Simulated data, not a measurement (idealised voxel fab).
The process module that follows is named voxel wiring stack.
Cross-section cut spans 290 nm and uses square cells 5 nm in size.
A cross-section is written here as square cells arranged in a grid, and it is given in bands from the top down, each band taking up one or more rows of cells.
Top height, bottom height, nm. Materials left to right, width each, nm. Single material + "all across" = fills band edge to edge. "empty" = empty.
Heights are measured from 0, the level below which the as-received wafer is all one material; the lowest band has no bottom and continues downward, written as in "top 0, no bottom".
The width entry "30 to 40" should be interpreted row by row: the top row of cells in the band takes the first number, the bottom row takes the second number, and the change between adjacent rows is uniform throughout.
Step marked "no alterations made"? Then no cell in the cross-section changed in it.
Empty spaces counting at least 8 cells and having no open way to the top are listed in "Closed internal voids". The notation width x height at distance is used for each, the distance being from the left edge and all three values in nm.
If you see something after the settings on a step's line, that's the simulator's own remark about that step.
The setting "overlay nm" may be written on the line of a step. When the step uses a mask, the value reports how far to the right of the planned place the mask lay, and a negative value reports that it lay to the left.
Pairs from here to the end. Each: cross-section before one process step, cross-section after it, the latter only as far down as the lowest band that changed. Under each: the step between, and its settings. Mind that the pairs may be taken from different runs of this module on the same starting wafer; whether a pair continues from the pair above depends on its entry headed "Pre-process", and it does only where that entry says so.

### Pre-process
  top 130, bottom 120 | aC all across
  top 120, bottom 100 | W all across
  top 100, bottom 95 | TiN all across
  top 95, bottom 80 | 70 SiO2 | 15 Ru | 45 SiO2 | 15 Ru | 45 SiO2 | 15 Ru | 85 SiO2
  top 80, bottom 75 | 70 SiCN | 15 Ru | 45 SiCN | 15 Ru | 45 SiCN | 15 Ru | 85 SiCN
  top 75, bottom 60 | 70 lowk | 5 TiN | 20 Cu | 5 TiN | 30 lowk | 5 TiN | 20 Cu | 5 TiN | 30 lowk | 5 TiN | 20 Cu | 5 TiN | 70 lowk
  top 60, bottom 55 | 70 lowk | 5 TiN | 5 Cu | 20 TiN | 30 lowk | 30 TiN | 30 lowk | 5 TiN | 5 Cu | 20 TiN | 70 lowk
  top 55, bottom 45 | 70 lowk | 5 TiN | 5 Cu | 5 TiN | 105 lowk | 5 TiN | 5 Cu | 5 TiN | 85 lowk
  top 45, bottom 40 | 70 SiCN | 15 TiN | 105 SiCN | 15 TiN | 85 SiCN
  top 40, bottom 35 | SiO2 all across
  top 35, bottom 15 | 70 SiO2 | 30 W | 30 SiO2 | 30 W | 30 SiO2 | 30 W | 70 SiO2
  top 15, bottom 0 | SiO2 all across
  top 0, no bottom | Si all across
  Closed internal voids: none

### Cross-Section Thereafter
  top 155, bottom 130 | 70 empty | 30 resist | 30 empty | 30 resist | 30 empty | 30 resist | 70 empty
  Unchanged below 130.
  Closed internal voids: none
Relating the two cross-sections above, the step in between is PATTERN, tone cover, mask id METAL_3, material resist, width nm 30, pitch nm 60, thk nm 25, overlay nm 0

Pre-process: nothing new to draw here, it's the after view of the pair just above.

### Cross-Section Thereafter
  top 145, bottom 130 | 70 empty | 30 resist | 30 empty | 30 resist | 30 empty | 30 resist | 70 empty
  top 130, bottom 120 | 70 empty | 30 aC | 30 empty | 30 aC | 30 empty | 30 aC | 70 empty
  Unchanged below 120.
  Closed internal voids: none
Relating the two cross-sections above, the step in between is DIRECTIONAL_ETCH, etch materials aC, depth nm 10

Pre-process: nothing new to draw here, it's the after view of the pair just above.

### Cross-Section Thereafter
  top 130, bottom 120 | 70 empty | 30 aC | 30 empty | 30 aC | 30 empty | 30 aC | 70 empty
  Unchanged below 120.
  Closed internal voids: none
Relating the two cross-sections above, the step in between is STRIP, etch materials resist

Pre-process: nothing new to draw here, it's the after view of the pair just above.

### Cross-Section Thereafter
  top 130, bottom 120 | 70 empty | 30 aC | 30 empty | 30 aC | 30 empty | 30 aC | 70 empty
  top 120, bottom 100 | 70 empty | 30 W | 30 empty | 30 W | 30 empty | 30 W | 70 empty
  Unchanged below 100.
  Closed internal voids: none
Relating the two cross-sections above, the step in between is DIRECTIONAL_ETCH, etch materials W, depth nm 20

Pre-process: nothing new to draw here, it's the after view of the pair just above.

### Cross-Section Thereafter
  top 130, bottom 120 | 70 empty | 30 aC | 30 empty | 30 aC | 30 empty | 30 aC | 70 empty
  top 120, bottom 100 | 70 empty | 30 W | 30 empty | 30 W | 30 empty | 30 W | 70 empty
  top 100, bottom 95 | 70 empty | 30 TiN | 30 empty | 30 TiN | 30 empty | 30 TiN | 70 empty
  Unchanged below 95.
  Closed internal voids: none
Relating the two cross-sections above, the step in between is DIRECTIONAL_ETCH, etch materials TiN, depth nm 5

Pre-process: nothing new to draw here, it's the after view of the pair just above.

### Cross-Section Thereafter
  top 120, bottom 100 | 70 empty | 30 W | 30 empty | 30 W | 30 empty | 30 W | 70 empty
  Unchanged below 100.
  Closed internal voids: none
Relating the two cross-sections above, the step in between is STRIP, etch materials aC

Pre-process: nothing new to draw here, it's the after view of the pair just above.

### Cross-Section Thereafter
  top 125, bottom 120 | lowk all across
  top 120, bottom 100 | 70 lowk | 30 W | 30 lowk | 30 W | 30 lowk | 30 W | 70 lowk
  top 100, bottom 95 | 70 lowk | 30 TiN | 30 lowk | 30 TiN | 30 lowk | 30 TiN | 70 lowk
  Unchanged below 95.
  Closed internal voids: none
Relating the two cross-sections above, the step in between is FILL_DEP, material lowk, thk nm 5

Pre-process: nothing new to draw here, it's the after view of the pair just above.

### Cross-Section Thereafter
  top 120, bottom 100 | 70 lowk | 30 W | 30 lowk | 30 W | 30 lowk | 30 W | 70 lowk
  Unchanged below 100.
  Closed internal voids: none
Relating the two cross-sections above, the step in between is CMP, height nm 120

Pre-process: nothing new to draw here, it's the after view of the pair just above.

### Cross-Section Thereafter
  top 125, bottom 120 | SiCN all across
  Unchanged below 120.
  Closed internal voids: none
Relating the two cross-sections above, the step in between is CONFORMAL_DEP, material SiCN, thk nm 5

### Pre-process
  top 95, bottom 80 | 70 SiO2 | 15 Ru | 45 SiO2 | 15 Ru | 45 SiO2 | 15 Ru | 85 SiO2
  top 80, bottom 75 | 70 SiCN | 15 Ru | 45 SiCN | 15 Ru | 45 SiCN | 15 Ru | 85 SiCN
  top 75, bottom 60 | 70 lowk | 5 TiN | 20 Cu | 5 TiN | 30 lowk | 5 TiN | 20 Cu | 5 TiN | 30 lowk | 5 TiN | 20 Cu | 5 TiN | 70 lowk
  top 60, bottom 55 | 70 lowk | 5 TiN | 5 Cu | 20 TiN | 30 lowk | 30 TiN | 30 lowk | 5 TiN | 5 Cu | 20 TiN | 70 lowk
  top 55, bottom 45 | 70 lowk | 5 TiN | 5 Cu | 5 TiN | 105 lowk | 5 TiN | 5 Cu | 5 TiN | 85 lowk
  top 45, bottom 40 | 70 SiCN | 15 TiN | 105 SiCN | 15 TiN | 85 SiCN
  top 40, bottom 20 | 70 SiO2 | 30 W | 30 SiO2 | 30 W | 30 SiO2 | 30 W | 70 SiO2
  top 20, bottom 15 | 70 SiO2 | 30 TiN | 30 SiO2 | 30 TiN | 30 SiO2 | 30 TiN | 70 SiO2
  top 15, bottom 0 | SiO2 all across
  top 0, no bottom | Si all across
  Closed internal voids: none

### Cross-Section Thereafter
  top 105, bottom 95 | 60 empty | 35 Ru | 25 empty | 35 Ru | 25 empty | 35 Ru | 75 empty
  Unchanged below 95.
  Closed internal voids: none
Relating the two cross-sections above, the step in between is EPI, material Ru, thk nm 10

Pre-process: nothing new to draw here, it's the after view of the pair just above.

### Cross-Section Thereafter
  top 110, bottom 105 | 60 empty | 35 TiN | 25 empty | 35 TiN | 25 empty | 35 TiN | 75 empty
  top 105, bottom 100 | 60 empty | 35 Ru | 25 empty | 35 Ru | 25 empty | 35 Ru | 75 empty
  top 100, bottom 95 | 60 TiN | 35 Ru | 25 TiN | 35 Ru | 25 TiN | 35 Ru | 75 TiN
  Unchanged below 95.
  Closed internal voids: none
Relating the two cross-sections above, the step in between is DIRECTIONAL_DEP, material TiN, thk nm 5

Pre-process: nothing new to draw here, it's the after view of the pair just above.

### Cross-Section Thereafter
  top 130, bottom 120 | 60 empty | 35 W | 25 empty | 35 W | 25 empty | 35 W | 75 empty
  top 120, bottom 110 | W all across
  top 110, bottom 105 | 60 W | 35 TiN | 25 W | 35 TiN | 25 W | 35 TiN | 75 W
  top 105, bottom 100 | 60 W | 35 Ru | 25 W | 35 Ru | 25 W | 35 Ru | 75 W
  Unchanged below 100.
  Closed internal voids: none
Relating the two cross-sections above, the step in between is DIRECTIONAL_DEP, material W, thk nm 20

Pre-process: nothing new to draw here, it's the after view of the pair just above.

### Cross-Section Thereafter
  top 140, bottom 130 | 60 empty | 35 aC | 25 empty | 35 aC | 25 empty | 35 aC | 75 empty
  top 130, bottom 120 | 60 aC | 35 W | 25 aC | 35 W | 25 aC | 35 W | 75 aC
  Unchanged below 120.
  Closed internal voids: none
Relating the two cross-sections above, the step in between is DIRECTIONAL_DEP, material aC, thk nm 10

Pre-process: nothing new to draw here, it's the after view of the pair just above.

### Cross-Section Thereafter
  top 165, bottom 140 | 70 empty | 30 resist | 30 empty | 30 resist | 30 empty | 30 resist | 70 empty
  top 140, bottom 130 | 60 empty | 35 aC | 5 resist | 20 empty | 35 aC | 5 resist | 20 empty | 35 aC | 5 resist | 70 empty
  Unchanged below 130.
  Closed internal voids: none
Relating the two cross-sections above, the step in between is PATTERN, tone cover, mask id METAL_3, material resist, width nm 30, pitch nm 60, thk nm 25, overlay nm 0

Pre-process: nothing new to draw here, it's the after view of the pair just above.

### Cross-Section Thereafter
  top 155, bottom 140 | 70 empty | 30 resist | 30 empty | 30 resist | 30 empty | 30 resist | 70 empty
  top 140, bottom 130 | 70 empty | 25 aC | 5 resist | 30 empty | 25 aC | 5 resist | 30 empty | 25 aC | 5 resist | 70 empty
  top 130, bottom 120 | 60 empty | 35 W | 5 aC | 20 empty | 35 W | 5 aC | 20 empty | 35 W | 5 aC | 70 empty
  Unchanged below 120.
  Closed internal voids: none
Relating the two cross-sections above, the step in between is DIRECTIONAL_ETCH, etch materials aC, depth nm 10

Pre-process: nothing new to draw here, it's the after view of the pair just above.

### Cross-Section Thereafter
  top 140, bottom 130 | 70 empty | 25 aC | 35 empty | 25 aC | 35 empty | 25 aC | 75 empty
  Unchanged below 130.
  Closed internal voids: none
Relating the two cross-sections above, the step in between is STRIP, etch materials resist

Pre-process: nothing new to draw here, it's the after view of the pair just above.

### Cross-Section Thereafter
  top 140, bottom 130 | 70 empty | 25 aC | 35 empty | 25 aC | 35 empty | 25 aC | 75 empty
  top 130, bottom 120 | 70 empty | 25 W | 5 aC | 30 empty | 25 W | 5 aC | 30 empty | 25 W | 5 aC | 70 empty
  top 120, bottom 110 | 70 empty | 30 W | 30 empty | 30 W | 30 empty | 30 W | 70 empty
  top 110, bottom 105 | 60 empty | 35 TiN | 5 W | 20 empty | 35 TiN | 5 W | 20 empty | 35 TiN | 5 W | 70 empty
  top 105, bottom 100 | 60 empty | 35 Ru | 5 W | 20 empty | 35 Ru | 5 W | 20 empty | 35 Ru | 5 W | 70 empty
  Unchanged below 100.
  Closed internal voids: none
Relating the two cross-sections above, the step in between is DIRECTIONAL_ETCH, etch materials W, depth nm 20

Pre-process: nothing new to draw here, it's the after view of the pair just above.

### Cross-Section Thereafter
  top 140, bottom 130 | 70 empty | 25 aC | 35 empty | 25 aC | 35 empty | 25 aC | 75 empty
  top 130, bottom 120 | 70 empty | 25 W | 5 aC | 30 empty | 25 W | 5 aC | 30 empty | 25 W | 5 aC | 70 empty
  top 120, bottom 110 | 70 empty | 30 W | 30 empty | 30 W | 30 empty | 30 W | 70 empty
  top 110, bottom 105 | 70 empty | 25 TiN | 5 W | 30 empty | 25 TiN | 5 W | 30 empty | 25 TiN | 5 W | 70 empty
  top 105, bottom 100 | 60 empty | 35 Ru | 5 W | 20 empty | 35 Ru | 5 W | 20 empty | 35 Ru | 5 W | 70 empty
  top 100, bottom 95 | 60 empty | 35 Ru | 5 TiN | 20 empty | 35 Ru | 5 TiN | 20 empty | 35 Ru | 5 TiN | 70 empty
  Unchanged below 95.
  Closed internal voids: none
Relating the two cross-sections above, the step in between is DIRECTIONAL_ETCH, etch materials TiN, depth nm 5

Pre-process: nothing new to draw here, it's the after view of the pair just above.

### Cross-Section Thereafter
  top 130, bottom 120 | 70 empty | 25 W | 35 empty | 25 W | 35 empty | 25 W | 75 empty
  Unchanged below 120.
  Closed internal voids: none
Relating the two cross-sections above, the step in between is STRIP, etch materials aC

Pre-process: nothing new to draw here, it's the after view of the pair just above.

### Cross-Section Thereafter
  top 135, bottom 130 | lowk all across
  top 130, bottom 120 | 70 lowk | 25 W | 35 lowk | 25 W | 35 lowk | 25 W | 75 lowk
  top 120, bottom 110 | 70 lowk | 30 W | 30 lowk | 30 W | 30 lowk | 30 W | 70 lowk
  top 110, bottom 105 | 70 lowk | 25 TiN | 5 W | 30 lowk | 25 TiN | 5 W | 30 lowk | 25 TiN | 5 W | 70 lowk
  top 105, bottom 100 | 60 lowk | 35 Ru | 5 W | 20 lowk | 35 Ru | 5 W | 20 lowk | 35 Ru | 5 W | 70 lowk
  top 100, bottom 95 | 60 lowk | 35 Ru | 5 TiN | 20 lowk | 35 Ru | 5 TiN | 20 lowk | 35 Ru | 5 TiN | 70 lowk
  Unchanged below 95.
  Closed internal voids: none
Relating the two cross-sections above, the step in between is FILL_DEP, material lowk, thk nm 5

Pre-process: nothing new to draw here, it's the after view of the pair just above.

### Cross-Section Thereafter
  top 120, bottom 110 | 70 lowk | 30 W | 30 lowk | 30 W | 30 lowk | 30 W | 70 lowk
  Unchanged below 110.
  Closed internal voids: none
Relating the two cross-sections above, the step in between is CMP, height nm 120

Pre-process: nothing new to draw here, it's the after view of the pair just above.

### Cross-Section Thereafter
  top 125, bottom 120 | SiCN all across
  Unchanged below 120.
  Closed internal voids: none
Relating the two cross-sections above, the step in between is CONFORMAL_DEP, material SiCN, thk nm 5

### Pre-process
  top 40, bottom 20 | 70 SiO2 | 30 W | 30 SiO2 | 30 W | 30 SiO2 | 30 W | 70 SiO2
  top 20, bottom 15 | 70 SiO2 | 30 TiN | 30 SiO2 | 30 TiN | 30 SiO2 | 30 TiN | 70 SiO2
  top 15, bottom 0 | SiO2 all across
  top 0, no bottom | Si all across
  Closed internal voids: none

### Cross-Section Thereafter
  top 70, bottom 40 | lowk all across
  Unchanged below 40.
  Closed internal voids: none
Relating the two cross-sections above, the step in between is DIRECTIONAL_DEP, material lowk, thk nm 30

Pre-process: nothing new to draw here, it's the after view of the pair just above.

### Cross-Section Thereafter
  top 75, bottom 70 | SiCN all across
  Unchanged below 70.
  Closed internal voids: none
Relating the two cross-sections above, the step in between is CONFORMAL_DEP, material SiCN, thk nm 5

Pre-process: nothing new to draw here, it's the after view of the pair just above.

### Cross-Section Thereafter
  top 90, bottom 75 | 70 resist | 15 empty | 105 resist | 15 empty | 85 resist
  Unchanged below 75.
  Closed internal voids: none
Relating the two cross-sections above, the step in between is PATTERN, tone open, mask id METAL_2_HOLES, material resist, width nm 15, pitch nm 120, thk nm 15, overlay nm 0

Pre-process: nothing new to draw here, it's the after view of the pair just above.

### Cross-Section Thereafter
  top 75, bottom 70 | SiCN all across
  Unchanged below 70.
  Closed internal voids: none
Relating the two cross-sections above, the step in between is STRIP, etch materials resist

Pre-process: nothing new to draw here, it's the after view of the pair just above.

### Cross-Section Thereafter
  top 95, bottom 75 | 70 resist | 30 empty | 30 resist | 30 empty | 30 resist | 30 empty | 70 resist
  Unchanged below 75.
  Closed internal voids: none
Relating the two cross-sections above, the step in between is PATTERN, tone open, mask id METAL_2, material resist, width nm 30, pitch nm 60, thk nm 20, overlay nm 0

Pre-process: nothing new to draw here, it's the after view of the pair just above.

### Cross-Section Thereafter
  top 95, bottom 75 | 70 resist | 30 empty | 30 resist | 30 empty | 30 resist | 30 empty | 70 resist
  top 75, bottom 70 | 70 SiCN | 30 empty | 30 SiCN | 30 empty | 30 SiCN | 30 empty | 70 SiCN
  Unchanged below 70.
  Closed internal voids: none
Relating the two cross-sections above, the step in between is DIRECTIONAL_ETCH, etch materials SiCN, depth nm 5

Pre-process: nothing new to draw here, it's the after view of the pair just above.

### Cross-Section Thereafter
  top 75, bottom 70 | 70 SiCN | 30 empty | 30 SiCN | 30 empty | 30 SiCN | 30 empty | 70 SiCN
  Unchanged below 70.
  Closed internal voids: none
Relating the two cross-sections above, the step in between is STRIP, etch materials resist

Pre-process: nothing new to draw here, it's the after view of the pair just above.

### Cross-Section Thereafter
  top 80, bottom 75 | 75 TiN | 20 empty | 40 TiN | 20 empty | 40 TiN | 20 empty | 75 TiN
  top 75, bottom 70 | 70 SiCN | 30 TiN | 30 SiCN | 30 TiN | 30 SiCN | 30 TiN | 70 SiCN
  Unchanged below 70.
  Closed internal voids: none
Relating the two cross-sections above, the step in between is CONFORMAL_DEP, material TiN, thk nm 5

Pre-process: nothing new to draw here, it's the after view of the pair just above.

### Cross-Section Thereafter
  top 90, bottom 80 | Cu all across
  top 80, bottom 75 | 75 TiN | 20 Cu | 40 TiN | 20 Cu | 40 TiN | 20 Cu | 75 TiN
  Unchanged below 75.
  Closed internal voids: none
Relating the two cross-sections above, the step in between is FILL_DEP, material Cu, thk nm 10

Pre-process: nothing new to draw here, it's the after view of the pair just above.

### Cross-Section Thereafter
  top 75, bottom 70 | 70 SiCN | 30 TiN | 30 SiCN | 30 TiN | 30 SiCN | 30 TiN | 70 SiCN
  Unchanged below 70.
  Closed internal voids: none
Relating the two cross-sections above, the step in between is CMP, height nm 75

Pre-process: nothing new to draw here, it's the after view of the pair just above.

### Cross-Section Thereafter
  top 80, bottom 75 | SiCN all across
  Unchanged below 75.
  Closed internal voids: none
Relating the two cross-sections above, the step in between is CONFORMAL_DEP, material SiCN, thk nm 5

Pre-process: nothing new to draw here, it's the after view of the pair just above.

### Cross-Section Thereafter
  top 95, bottom 80 | SiO2 all across
  Unchanged below 80.
  Closed internal voids: none
Relating the two cross-sections above, the step in between is DIRECTIONAL_DEP, material SiO2, thk nm 15

Pre-process: nothing new to draw here, it's the after view of the pair just above.

### Cross-Section Thereafter
  top 110, bottom 95 | 70 resist | 15 empty | 45 resist | 15 empty | 45 resist | 15 empty | 85 resist
  Unchanged below 95.
  Closed internal voids: none
Relating the two cross-sections above, the step in between is PATTERN, tone open, mask id PLUG_2, material resist, width nm 15, pitch nm 60, thk nm 15, overlay nm 0

Pre-process: nothing new to draw here, it's the after view of the pair just above.

### Cross-Section Thereafter
  top 110, bottom 95 | 70 resist | 15 empty | 45 resist | 15 empty | 45 resist | 15 empty | 85 resist
  top 95, bottom 80 | 70 SiO2 | 15 empty | 45 SiO2 | 15 empty | 45 SiO2 | 15 empty | 85 SiO2
  Unchanged below 80.
  Closed internal voids: none
Relating the two cross-sections above, the step in between is DIRECTIONAL_ETCH, etch materials SiO2, depth nm 15

Pre-process: nothing new to draw here, it's the after view of the pair just above.

### Cross-Section Thereafter
  top 110, bottom 95 | 70 resist | 15 empty | 45 resist | 15 empty | 45 resist | 15 empty | 85 resist
  top 95, bottom 80 | 70 SiO2 | 15 empty | 45 SiO2 | 15 empty | 45 SiO2 | 15 empty | 85 SiO2
  top 80, bottom 75 | 70 SiCN | 15 empty | 45 SiCN | 15 empty | 45 SiCN | 15 empty | 85 SiCN
  Unchanged below 75.
  Closed internal voids: none
Relating the two cross-sections above, the step in between is DIRECTIONAL_ETCH, etch materials SiCN, depth nm 5

Pre-process: nothing new to draw here, it's the after view of the pair just above.

### Cross-Section Thereafter
  top 95, bottom 80 | 70 SiO2 | 15 empty | 45 SiO2 | 15 empty | 45 SiO2 | 15 empty | 85 SiO2
  Unchanged below 80.
  Closed internal voids: none
Relating the two cross-sections above, the step in between is STRIP, etch materials resist

Pre-process: nothing new to draw here, it's the after view of the pair just above.

### Cross-Section Thereafter
  top 95, bottom 85 | 70 SiO2 | 15 empty | 45 SiO2 | 15 empty | 45 SiO2 | 15 empty | 85 SiO2
  top 85, bottom 80 | 70 SiO2 | 15 Ru | 45 SiO2 | 15 Ru | 45 SiO2 | 15 Ru | 85 SiO2
  top 80, bottom 75 | 70 SiCN | 15 Ru | 45 SiCN | 15 Ru | 45 SiCN | 15 Ru | 85 SiCN
  Unchanged below 75.
  Closed internal voids: none
Relating the two cross-sections above, the step in between is EPI, material Ru, thk nm 10

Pre-process: nothing new to draw here, it's the after view of the pair just above.

### Cross-Section Thereafter
  top 95, bottom 80 | 70 SiO2 | 15 Ru | 45 SiO2 | 15 Ru | 45 SiO2 | 15 Ru | 85 SiO2
  Unchanged below 80.
  Closed internal voids: none
Relating the two cross-sections above, the step in between is EPI, material Ru, thk nm 10

Pre-process: nothing new to draw here, it's the after view of the pair just above.

### Cross-Section Thereafter
  top 100, bottom 95 | TiN all across
  Unchanged below 95.
  Closed internal voids: none
Relating the two cross-sections above, the step in between is DIRECTIONAL_DEP, material TiN, thk nm 5

Pre-process: nothing new to draw here, it's the after view of the pair just above.

### Cross-Section Thereafter
  top 120, bottom 100 | W all across
  Unchanged below 100.
  Closed internal voids: none
Relating the two cross-sections above, the step in between is DIRECTIONAL_DEP, material W, thk nm 20

Pre-process: nothing new to draw here, it's the after view of the pair just above.

### Cross-Section Thereafter
  top 130, bottom 120 | aC all across
  Unchanged below 120.
  Closed internal voids: none
Relating the two cross-sections above, the step in between is DIRECTIONAL_DEP, material aC, thk nm 10

Pre-process: nothing new to draw here, it's the after view of the pair just above.

### Cross-Section Thereafter
  top 155, bottom 130 | 70 empty | 30 resist | 30 empty | 30 resist | 30 empty | 30 resist | 70 empty
  Unchanged below 130.
  Closed internal voids: none
Relating the two cross-sections above, the step in between is PATTERN, tone cover, mask id METAL_3, material resist, width nm 30, pitch nm 60, thk nm 25, overlay nm 0

Pre-process: nothing new to draw here, it's the after view of the pair just above.

### Cross-Section Thereafter
  top 145, bottom 130 | 70 empty | 30 resist | 30 empty | 30 resist | 30 empty | 30 resist | 70 empty
  top 130, bottom 120 | 70 empty | 30 aC | 30 empty | 30 aC | 30 empty | 30 aC | 70 empty
  Unchanged below 120.
  Closed internal voids: none
Relating the two cross-sections above, the step in between is DIRECTIONAL_ETCH, etch materials aC, depth nm 10

Pre-process: nothing new to draw here, it's the after view of the pair just above.

### Cross-Section Thereafter
  top 130, bottom 120 | 70 empty | 30 aC | 30 empty | 30 aC | 30 empty | 30 aC | 70 empty
  Unchanged below 120.
  Closed internal voids: none
Relating the two cross-sections above, the step in between is STRIP, etch materials resist

Pre-process: nothing new to draw here, it's the after view of the pair just above.

### Cross-Section Thereafter
  top 130, bottom 120 | 70 empty | 30 aC | 30 empty | 30 aC | 30 empty | 30 aC | 70 empty
  top 120, bottom 100 | 70 empty | 30 W | 30 empty | 30 W | 30 empty | 30 W | 70 empty
  Unchanged below 100.
  Closed internal voids: none
Relating the two cross-sections above, the step in between is DIRECTIONAL_ETCH, etch materials W, depth nm 20

Pre-process: nothing new to draw here, it's the after view of the pair just above.

### Cross-Section Thereafter
  top 130, bottom 120 | 70 empty | 30 aC | 30 empty | 30 aC | 30 empty | 30 aC | 70 empty
  top 120, bottom 100 | 70 empty | 30 W | 30 empty | 30 W | 30 empty | 30 W | 70 empty
  top 100, bottom 95 | 70 empty | 30 TiN | 30 empty | 30 TiN | 30 empty | 30 TiN | 70 empty
  Unchanged below 95.
  Closed internal voids: none
Relating the two cross-sections above, the step in between is DIRECTIONAL_ETCH, etch materials TiN, depth nm 5

Pre-process: nothing new to draw here, it's the after view of the pair just above.

### Cross-Section Thereafter
  top 120, bottom 100 | 70 empty | 30 W | 30 empty | 30 W | 30 empty | 30 W | 70 empty
  Unchanged below 100.
  Closed internal voids: none
Relating the two cross-sections above, the step in between is STRIP, etch materials aC

Pre-process: nothing new to draw here, it's the after view of the pair just above.

### Cross-Section Thereafter
  top 125, bottom 120 | lowk all across
  top 120, bottom 100 | 70 lowk | 30 W | 30 lowk | 30 W | 30 lowk | 30 W | 70 lowk
  top 100, bottom 95 | 70 lowk | 30 TiN | 30 lowk | 30 TiN | 30 lowk | 30 TiN | 70 lowk
  Unchanged below 95.
  Closed internal voids: none
Relating the two cross-sections above, the step in between is FILL_DEP, material lowk, thk nm 5

Pre-process: nothing new to draw here, it's the after view of the pair just above.

### Cross-Section Thereafter
  top 120, bottom 100 | 70 lowk | 30 W | 30 lowk | 30 W | 30 lowk | 30 W | 70 lowk
  Unchanged below 100.
  Closed internal voids: none
Relating the two cross-sections above, the step in between is CMP, height nm 120

Pre-process: nothing new to draw here, it's the after view of the pair just above.

### Cross-Section Thereafter
  top 125, bottom 120 | SiCN all across
  Unchanged below 120.
  Closed internal voids: none
Relating the two cross-sections above, the step in between is CONFORMAL_DEP, material SiCN, thk nm 5

### Pre-process
  top 45, bottom 40 | SiCN all across
  top 40, bottom 20 | 70 SiO2 | 30 W | 30 SiO2 | 30 W | 30 SiO2 | 30 W | 70 SiO2
  top 20, bottom 15 | 70 SiO2 | 30 TiN | 30 SiO2 | 30 TiN | 30 SiO2 | 30 TiN | 70 SiO2
  top 15, bottom 0 | SiO2 all across
  top 0, no bottom | Si all across
  Closed internal voids: none

### Cross-Section Thereafter
  top 65, bottom 45 | lowk all across
  Unchanged below 45.
  Closed internal voids: none
Relating the two cross-sections above, the step in between is DIRECTIONAL_DEP, material lowk, thk nm 20

Pre-process: nothing new to draw here, it's the after view of the pair just above.

### Cross-Section Thereafter
  top 80, bottom 65 | 70 resist | 15 empty | 105 resist | 15 empty | 85 resist
  Unchanged below 65.
  Closed internal voids: none
Relating the two cross-sections above, the step in between is PATTERN, tone open, mask id METAL_2_HOLES, material resist, width nm 15, pitch nm 120, thk nm 15, overlay nm 0

Pre-process: nothing new to draw here, it's the after view of the pair just above.

### Cross-Section Thereafter
  top 80, bottom 65 | 70 resist | 15 empty | 105 resist | 15 empty | 85 resist
  top 65, bottom 45 | 70 lowk | 15 empty | 105 lowk | 15 empty | 85 lowk
  Unchanged below 45.
  Closed internal voids: none
Relating the two cross-sections above, the step in between is DIRECTIONAL_ETCH, etch materials lowk, depth nm 30

Pre-process: nothing new to draw here, it's the after view of the pair just above.

### Cross-Section Thereafter
  top 65, bottom 45 | 70 lowk | 15 empty | 105 lowk | 15 empty | 85 lowk
  Unchanged below 45.
  Closed internal voids: none
Relating the two cross-sections above, the step in between is STRIP, etch materials resist

Pre-process: nothing new to draw here, it's the after view of the pair just above.

### Cross-Section Thereafter
  top 85, bottom 65 | 70 resist | 30 empty | 30 resist | 30 empty | 30 resist | 30 empty | 70 resist
  Unchanged below 65.
  Closed internal voids: none
Relating the two cross-sections above, the step in between is PATTERN, tone open, mask id METAL_2, material resist, width nm 30, pitch nm 60, thk nm 20, overlay nm 0

Pre-process: nothing new to draw here, it's the after view of the pair just above.

### Cross-Section Thereafter
  top 85, bottom 65 | 70 resist | 30 empty | 30 resist | 30 empty | 30 resist | 30 empty | 70 resist
  top 65, bottom 45 | 70 lowk | 30 empty | 30 lowk | 30 empty | 30 lowk | 30 empty | 70 lowk
  Unchanged below 45.
  Closed internal voids: none
Relating the two cross-sections above, the step in between is DIRECTIONAL_ETCH, etch materials lowk, depth nm 20

Pre-process: nothing new to draw here, it's the after view of the pair just above.

### Cross-Section Thereafter
  top 85, bottom 65 | 70 resist | 30 empty | 30 resist | 30 empty | 30 resist | 30 empty | 70 resist
  top 65, bottom 45 | 70 lowk | 30 empty | 30 lowk | 30 empty | 30 lowk | 30 empty | 70 lowk
  top 45, bottom 40 | 70 SiCN | 30 empty | 30 SiCN | 30 empty | 30 SiCN | 30 empty | 70 SiCN
  Unchanged below 40.
  Closed internal voids: none
Relating the two cross-sections above, the step in between is DIRECTIONAL_ETCH, etch materials SiCN, depth nm 5

Pre-process: nothing new to draw here, it's the after view of the pair just above.

### Cross-Section Thereafter
  top 65, bottom 45 | 70 lowk | 30 empty | 30 lowk | 30 empty | 30 lowk | 30 empty | 70 lowk
  Unchanged below 45.
  Closed internal voids: none
Relating the two cross-sections above, the step in between is STRIP, etch materials resist

Pre-process: nothing new to draw here, it's the after view of the pair just above.

### Cross-Section Thereafter
  top 70, bottom 65 | 75 TiN | 20 empty | 40 TiN | 20 empty | 40 TiN | 20 empty | 75 TiN
  top 65, bottom 45 | 70 lowk | 5 TiN | 20 empty | 5 TiN | 30 lowk | 5 TiN | 20 empty | 5 TiN | 30 lowk | 5 TiN | 20 empty | 5 TiN | 70 lowk
  top 45, bottom 40 | 70 SiCN | 30 TiN | 30 SiCN | 30 TiN | 30 SiCN | 30 TiN | 70 SiCN
  Unchanged below 40.
  Closed internal voids: none
Relating the two cross-sections above, the step in between is CONFORMAL_DEP, material TiN, thk nm 5

Pre-process: nothing new to draw here, it's the after view of the pair just above.

### Cross-Section Thereafter
  top 80, bottom 70 | Cu all across
  top 70, bottom 65 | 75 TiN | 20 Cu | 40 TiN | 20 Cu | 40 TiN | 20 Cu | 75 TiN
  top 65, bottom 45 | 70 lowk | 5 TiN | 20 Cu | 5 TiN | 30 lowk | 5 TiN | 20 Cu | 5 TiN | 30 lowk | 5 TiN | 20 Cu | 5 TiN | 70 lowk
  Unchanged below 45.
  Closed internal voids: none
Relating the two cross-sections above, the step in between is FILL_DEP, material Cu, thk nm 10

Pre-process: nothing new to draw here, it's the after view of the pair just above.

### Cross-Section Thereafter
  top 75, bottom 70 | Cu all across
  Unchanged below 70.
  Closed internal voids: none
Relating the two cross-sections above, the step in between is CMP, height nm 75

Pre-process: nothing new to draw here, it's the after view of the pair just above.

### Cross-Section Thereafter
  top 80, bottom 75 | SiCN all across
  Unchanged below 75.
  Closed internal voids: none
Relating the two cross-sections above, the step in between is CONFORMAL_DEP, material SiCN, thk nm 5

Pre-process: nothing new to draw here, it's the after view of the pair just above.

### Cross-Section Thereafter
  top 95, bottom 80 | SiO2 all across
  Unchanged below 80.
  Closed internal voids: none
Relating the two cross-sections above, the step in between is DIRECTIONAL_DEP, material SiO2, thk nm 15

Pre-process: nothing new to draw here, it's the after view of the pair just above.

### Cross-Section Thereafter
  top 110, bottom 95 | 70 resist | 15 empty | 45 resist | 15 empty | 45 resist | 15 empty | 85 resist
  Unchanged below 95.
  Closed internal voids: none
Relating the two cross-sections above, the step in between is PATTERN, tone open, mask id PLUG_2, material resist, width nm 15, pitch nm 60, thk nm 15, overlay nm 0
